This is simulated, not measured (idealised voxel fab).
Process module in this document: voxel tone inversion
Shown is cross-section cut, with a width of 275 nm and square cells of size 5 nm.
Cross-section layout: square cells on a grid; listed as bands, top to bottom; a band spans one or more cell rows. Per band: top height and bottom height in nm, followed by the left-to-right materials and their widths in nm; "full width" marks a single material spanning edge to edge, "empty" marks empty space. Heights are measured from 0, the level below which the as-received wafer is all one material; the lowest band has no bottom and continues downward, written as in "z 0 and below". Width "30..40": first value at the band's top row of cells, second value at its bottom row, equal change from row to row. Reading "same as before" for a step: not a cell of the cross-section changed in it. "Non-vented voids" - sealed voids, min. 8 cells, no opening to top; format: width x height at distance (distance from left edge; nm throughout). Step line, after settings: the simulator's comment on this step. overlay nm: right-of-plan distance of the mask on a masked step; negative values mean left-of-plan.
Here's what the planned process steps look like
1) RECEIVE with material Si
2) CONFORMAL_DEP with material SiN, thk nm 5
3) DIRECTIONAL_DEP with material polySi, thk nm 20
4) PATTERN with tone cover, mask id POSTS, material resist, width nm 15, pitch nm 40, thk nm 25, overlay nm 0
5) DIRECTIONAL_ETCH with etch materials polySi, depth nm 20
6) STRIP with etch materials resist
7) FILL_DEP with material lowk, thk nm 5
8) CMP with height nm 25
9) STRIP with etch materials polySi
10) CONFORMAL_DEP with material TiN, thk nm 5
11) FILL_DEP with material Ru, thk nm 10
12) CMP with height nm 25
13) CONFORMAL_DEP with material SiCN, thk nm 5
The following pertains to the first of two wafers, which was processed as planned
Cross-section of the wafer as it came to us, i.e., already through step 1
  z 0 and below | Si full width
  Non-vented voids: none
Once step 2 is through, the wafer looks like this in cross-section
  z 5 to 0 | SiN full width
  Under 0: no change, same as before.
Once step 3 is through, the wafer looks like this in cross-section
  z 25 to 5 | polySi full width
  Under 5: no change, same as before.
Once step 4 is through, the wafer looks like this in cross-section
  z 50 to 25 | empty=70 / resist=15 / empty=25 / resist=15 / empty=25 / resist=15 / empty=25 / resist=15 / empty=70
  Under 25: no change, same as before.
Once step 5 is through, the wafer looks like this in cross-section
  z 50 to 25 | empty=70 / resist=15 / empty=25 / resist=15 / empty=25 / resist=15 / empty=25 / resist=15 / empty=70
  z 25 to 5 | empty=70 / polySi=15 / empty=25 / polySi=15 / empty=25 / polySi=15 / empty=25 / polySi=15 / empty=70
  Under 5: no change, same as before.
Once step 6 is through, the wafer looks like this in cross-section
  z 25 to 5 | empty=70 / polySi=15 / empty=25 / polySi=15 / empty=25 / polySi=15 / empty=25 / polySi=15 / empty=70
  Under 5: no change, same as before.
Once step 7 is through, the wafer looks like this in cross-section
  z 30 to 25 | lowk full width
  z 25 to 5 | lowk=70 / polySi=15 / lowk=25 / polySi=15 / lowk=25 / polySi=15 / lowk=25 / polySi=15 / lowk=70
  Under 5: no change, same as before.
Once step 8 is through, the wafer looks like this in cross-section
  z 25 to 5 | lowk=70 / polySi=15 / lowk=25 / polySi=15 / lowk=25 / polySi=15 / lowk=25 / polySi=15 / lowk=70
  Under 5: no change, same as before.
Once step 9 is through, the wafer looks like this in cross-section
  z 25 to 5 | lowk=70 / empty=15 / lowk=25 / empty=15 / lowk=25 / empty=15 / lowk=25 / empty=15 / lowk=70
  Under 5: no change, same as before.
Once step 10 is through, the wafer looks like this in cross-section
  z 30 to 25 | TiN=75 / empty=5 / TiN=35 / empty=5 / TiN=35 / empty=5 / TiN=35 / empty=5 / TiN=75
  z 25 to 10 | lowk=70 / TiN=5 / empty=5 / TiN=5 / lowk=25 / TiN=5 / empty=5 / TiN=5 / lowk=25 / TiN=5 / empty=5 / TiN=5 / lowk=25 / TiN=5 / empty=5 / TiN=5 / lowk=70
  z 10 to 5 | lowk=70 / TiN=15 / lowk=25 / TiN=15 / lowk=25 / TiN=15 / lowk=25 / TiN=15 / lowk=70
  Under 5: no change, same as before.
Once step 11 is through, the wafer looks like this in cross-section
  z 40 to 30 | Ru full width
  z 30 to 25 | TiN=75 / Ru=5 / TiN=35 / Ru=5 / TiN=35 / Ru=5 / TiN=35 / Ru=5 / TiN=75
  z 25 to 10 | lowk=70 / TiN=5 / Ru=5 / TiN=5 / lowk=25 / TiN=5 / Ru=5 / TiN=5 / lowk=25 / TiN=5 / Ru=5 / TiN=5 / lowk=25 / TiN=5 / Ru=5 / TiN=5 / lowk=70
  Under 10: no change, same as before.
Once step 12 is through, the wafer looks like this in cross-section
  z 25 to 10 | lowk=70 / TiN=5 / Ru=5 / TiN=5 / lowk=25 / TiN=5 / Ru=5 / TiN=5 / lowk=25 / TiN=5 / Ru=5 / TiN=5 / lowk=25 / TiN=5 / Ru=5 / TiN=5 / lowk=70
  Under 10: no change, same as before.
Once step 13 is through, the wafer looks like this in cross-section
  z 30 to 25 | SiCN full width
  Under 25: no change, same as before.
Notes, second wafer: start = first wafer's, plan = first wafer's, execution had one mistake; history identical to first through step 11
At the planned end of step 12, the second wafer in cross-section: same as before
At the planned end of step 13, the second wafer in cross-section
  z 45 to 40 | SiCN full width
  Under 40: no change, same as before.
Here's what went sideways: step 12 of the plan was jumped over and never run
Final tally in cells, some materials are higher or lower on the second wafer than on the first: Ru +114; TiN +51
